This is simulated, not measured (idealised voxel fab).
Process module, titled voxel self aligned contacts
Cross-section cut: width 280 nm, square cells of 5 nm.
Each cross-section below is a grid of square cells, stated as bands in top-down order, with one or more rows of cells making up each band. First you get the band's top height and its bottom height, in nm, and then the materials it's made of, left to right, with each width in nm. If you see a single material with "throughout", that one covers the band edge to edge. "blank" is empty space. Heights are reckoned from 0. Under this level, the received wafer is all of one material. The bottommost band is open-ended downward, for example "z 0 and below". The two numbers in a width such as "30->40" mark its ends across the band: the first belongs to the top row of cells, the second to the bottom row, and from each row to the next the width moves by the same amount. "no modifications" means the step left every cell of the cross-section as it was. "Enclosed void entries" specifies each empty space that is not open to the top and that occupies no fewer than 8 cells, using the form width x height at distance, the distance measured from the left edge and all three quantities in nm. Step line, after settings: the simulator's comment on this step. The line of a step may include "overlay nm". On a step with a mask, this value is how far to the right of its planned place the mask lay. A negative value means the mask lay to the left.

The process steps that were planned are listed below
1: RECEIVE, material Si
2: CONFORMAL_DEP, material SiO2, thk nm 5
3: DIRECTIONAL_DEP, material polySi, thk nm 30
4: DIRECTIONAL_DEP, material SiN, thk nm 20
5: MASKED_ETCH, tone cover, mask id GATE, width nm 25, pitch nm 50, etch materials SiN, depth nm 20, overlay nm 0
6: MASKED_ETCH, tone cover, mask id GATE, width nm 25, pitch nm 50, etch materials polySi, depth nm 30, overlay nm 0
7: CONFORMAL_DEP, material SiN, thk nm 5
8: DIRECTIONAL_ETCH, etch materials SiN, depth nm 5
9: FILL_DEP, material SiO2, thk nm 20
10: CMP, height nm 65
11: PATTERN, tone open, mask id CONTACT, material resist, width nm 35, pitch nm 50, thk nm 15, overlay nm 0
12: DIRECTIONAL_ETCH, etch materials SiO2, depth nm 65
13: STRIP, etch materials resist
14: CONFORMAL_DEP, material TiN, thk nm 5
15: FILL_DEP, material W, thk nm 10
16: CMP, height nm 65
17: CONFORMAL_DEP, material SiCN, thk nm 5

Cross-section: wafer on arrival = after step 1
z 0 and below: Si throughout
Enclosed void entries: none

Starting structure and process plan are as shown above, but one mistake was made in running the module; the wafer cross-section at the end of the module follows
z 70 to 65: SiCN throughout
z 65 to 40: SiO2=70  SiN=5  polySi=25  SiN=5  TiN=5  W=5  TiN=5  SiN=5  polySi=25  SiN=5  TiN=5  W=5  TiN=5  SiN=5  polySi=25  SiN=5  SiO2=75
z 40 to 35: SiO2=70  SiN=5  polySi=25  SiN=5  TiN=15  SiN=5  polySi=25  SiN=5  TiN=15  SiN=5  polySi=25  SiN=5  SiO2=75
z 35 to 5: polySi throughout
z 5 to 0: SiO2 throughout
z 0 and below: Si throughout
Enclosed void entries: none
The plan and the run diverged here: step 3 of the plan was carried out twice
